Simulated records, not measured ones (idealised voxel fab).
This section sets out a process module, namely voxel released beams.
The cross-section shown here is cut; it is 240 nm wide and divided into square cells measuring 5 nm on a side.
When this document writes out a cross-section, it uses a grid of square cells and lists it as bands, beginning at the top and moving down, with a band standing for one or more rows of cells. This entry defines a band. It first specifies the height of the band's top and the height of its bottom in nm, and then specifies the band's materials from left to right, stating each material with its width in nm. The word "edge to edge" identifies a single material that fills the band from edge to edge, while the word "empty" identifies empty space. Basically, 0 is our baseline, since under it the wafer straight out of the box is all one material. The bottom band has no lower end and keeps on going down, so it looks like "z 0 and below". The width entry "30 to 40" should be interpreted row by row: the top row of cells in the band takes the first number, the bottom row takes the second number, and the change between adjacent rows is uniform throughout. Reading "stayed the same" for a step: not a cell of the cross-section changed in it. "Closed internal cavities" - sealed voids, min. 8 cells, no opening to top; format: width x height at distance (distance from left edge; nm throughout). Past the settings on a step's line: simulator remark, on that step. overlay nm: how far to the right of its planned place the mask lay on this masked step (negative: to the left).
**List of planned process steps**
1) RECEIVE, material Si
2) CONFORMAL_DEP, material Al2O3, thk nm 5
3) DIRECTIONAL_DEP, material SiO2, thk nm 20
4) DIRECTIONAL_DEP, material aC, thk nm 15
5) PATTERN, tone open, mask id ANCHOR, material resist, width nm 45, thk nm 35, overlay nm 0
6) DIRECTIONAL_ETCH, etch materials aC, depth nm 15
7) STRIP, etch materials resist
8) DIRECTIONAL_ETCH, etch materials SiO2, depth nm 10
9) STRIP, etch materials aC
10) CONFORMAL_DEP, material polySi, thk nm 15
11) MASKED_ETCH, tone cover, mask id BEAM, width nm 100, etch materials polySi, depth nm 15, overlay nm 0
12) STRIP, etch materials SiO2
Where the wafers of this document differ is in the depth nm of step 8; they start out the same, and the plan states the value that applied to the first wafer.
**First wafer of several, as received: cross-section after step 1**
- z 0 and below = Si edge to edge
- Closed internal cavities: none
**Below, a row for every wafer. Read it as the end-of-module picture: for each material the wafer shows its cells gained (+) or lost (-) since it was received, and then its closed voids**
depth nm 10, +48 Al2O3, Closed internal cavities: none
depth nm 15, +48 Al2O3, Closed internal cavities: none
depth nm 20, +48 Al2O3, +84 polySi, Closed internal cavities: none
depth nm 25, +48 Al2O3, +84 polySi, Closed internal cavities: none
depth nm 30, +48 Al2O3, +84 polySi, Closed internal cavities: none
depth nm 35, +48 Al2O3, +84 polySi, Closed internal cavities: none
